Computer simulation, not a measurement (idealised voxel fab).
Process module heading - voxel capacitor over wiring
In the cross-section labelled cut, the width is 165 nm and each square cell is 5 nm.
A cross-section is a grid of square cells, given in bands from the top down. A band is one or more rows of cells. Top, bottom (nm), then materials left to right with widths (nm); lone material tagged "full width" fills the whole band edge to edge; "empty" = empty space. Heights are expressed relative to 0, this being the level below which the as-received wafer comprises one material exclusively. The lowest band is unbounded in the downward direction and is denoted as in "0 down". With a width like "30..40", each row of cells in the band differs from the next by the same amount, the top row carrying the first number and the bottom row the second. A step reported as "nothing changed" is a step in which no cell of the cross-section changed. Entry "Closed empty spaces". Content: empty spaces with no open connection to the top, size 8 cells or greater. Each: width x height at distance. Distance: from left edge. Unit: nm. Heads up: the bit after the settings on a step's line is the simulator's remark on that step. A step's line can hold "overlay nm"; with a mask on that step, the setting says how far right of the planned place the mask lay, while a negative setting says it lay to the left.

## Here's what the planned process steps look like
1. RECEIVE (material Si)
2. CONFORMAL_DEP (material SiO2; thk nm 10)
3. DIRECTIONAL_DEP (material TiN; thk nm 5)
4. DIRECTIONAL_DEP (material W; thk nm 15)
5. PATTERN (tone cover; mask id METAL_1; material resist; width nm 30; pitch nm 85; thk nm 15; overlay nm 0)
6. DIRECTIONAL_ETCH (etch materials W; depth nm 15)
7. DIRECTIONAL_ETCH (etch materials TiN; depth nm 5)
8. STRIP (etch materials resist)
9. FILL_DEP (material SiO2; thk nm 5)
10. CMP (height nm 30)
11. CONFORMAL_DEP (material SiCN; thk nm 5)
12. DIRECTIONAL_DEP (material SiO2; thk nm 10)
13. MASKED_ETCH (tone open; mask id PLUG_1; width nm 15; etch materials SiO2; depth nm 10; overlay nm 0)
14. MASKED_ETCH (tone open; mask id PLUG_1; width nm 15; etch materials SiCN; depth nm 5; overlay nm 0)
15. EPI (material Ru; thk nm 10)
16. EPI (material Ru; thk nm 5)
17. DIRECTIONAL_DEP (material TiN; thk nm 5)
18. DIRECTIONAL_DEP (material SiN; thk nm 5)
19. DIRECTIONAL_DEP (material TiN; thk nm 5)
20. MASKED_ETCH (tone cover; mask id UPPER_PLATE; width nm 60; etch materials TiN; depth nm 5; overlay nm 0)
21. MASKED_ETCH (tone cover; mask id UPPER_PLATE; width nm 60; etch materials SiN; depth nm 5; overlay nm 0)
22. MASKED_ETCH (tone cover; mask id LOWER_PLATE; width nm 70; etch materials TiN; depth nm 5; overlay nm 0)
23. FILL_DEP (material SiO2; thk nm 20)
24. CMP (height nm 75)
25. PATTERN (tone open; mask id PLUG_2; material resist; width nm 15; thk nm 20; overlay nm 0)
26. DIRECTIONAL_ETCH (etch materials SiO2; depth nm 15)
27. STRIP (etch materials resist)
28. CONFORMAL_DEP (material TiN; thk nm 5)
29. FILL_DEP (material W; thk nm 5)
30. CMP (height nm 75)
31. CONFORMAL_DEP (material SiN; thk nm 5)

## Cross-section of the incoming wafer, state after step 1
    0 down | Si full width
    Closed empty spaces: none

## First of two wafers: cross-section at end of module, run per plan
    80 to 75 | SiN full width
    75 to 65 | SiO2 (50); TiN (5); W (5); TiN (5); SiO2 (100)
    65 to 55 | SiO2 (50..40); TiN (15..60); SiO2 (100..65)
    55 to 50 | SiO2 (40); SiN (60); SiO2 (65)
    50 to 45 | SiO2 (35); TiN (70); SiO2 (60)
    45 to 35 | SiO2 (40); Ru (15); SiO2 (110)
    35 to 30 | SiCN (40); Ru (15); SiCN (110)
    30 to 15 | SiO2 (25); W (30); SiO2 (55); W (30); SiO2 (25)
    15 to 10 | SiO2 (25); TiN (30); SiO2 (55); TiN (30); SiO2 (25)
    10 to 0 | SiO2 full width
    0 down | Si full width
    Closed empty spaces: none

## Second wafer cross-section at end of module - shared start and plan with the first, one mistake in the run
    80 to 75 | SiN full width
    75 to 65 | SiO2 (50); TiN (5); W (5); TiN (5); SiO2 (100)
    65 to 60 | SiO2 (50); TiN (15); SiO2 (100)
    60 to 55 | SiO2 (35); TiN (5); SiO2 (60); TiN (5); SiO2 (60)
    55 to 50 | SiN full width
    50 to 45 | TiN full width
    45 to 35 | SiO2 (40); Ru (15); SiO2 (110)
    35 to 30 | SiCN (40); Ru (15); SiCN (110)
    30 to 15 | SiO2 (25); W (30); SiO2 (55); W (30); SiO2 (25)
    15 to 10 | SiO2 (25); TiN (30); SiO2 (55); TiN (30); SiO2 (25)
    10 to 0 | SiO2 full width
    0 down | Si full width
    Closed empty spaces: none
Diagnosis: the process deviated at step 20: the operation and settings actually run there were MASKED_ETCH (tone open; mask id UPPER_PLATE; width nm 60; etch materials TiN; depth nm 5; overlay nm 0)
Materials where the second wafer ends with more or fewer cells than the first: 21 more of SiN | 30 fewer of SiO2 | 9 more of TiN
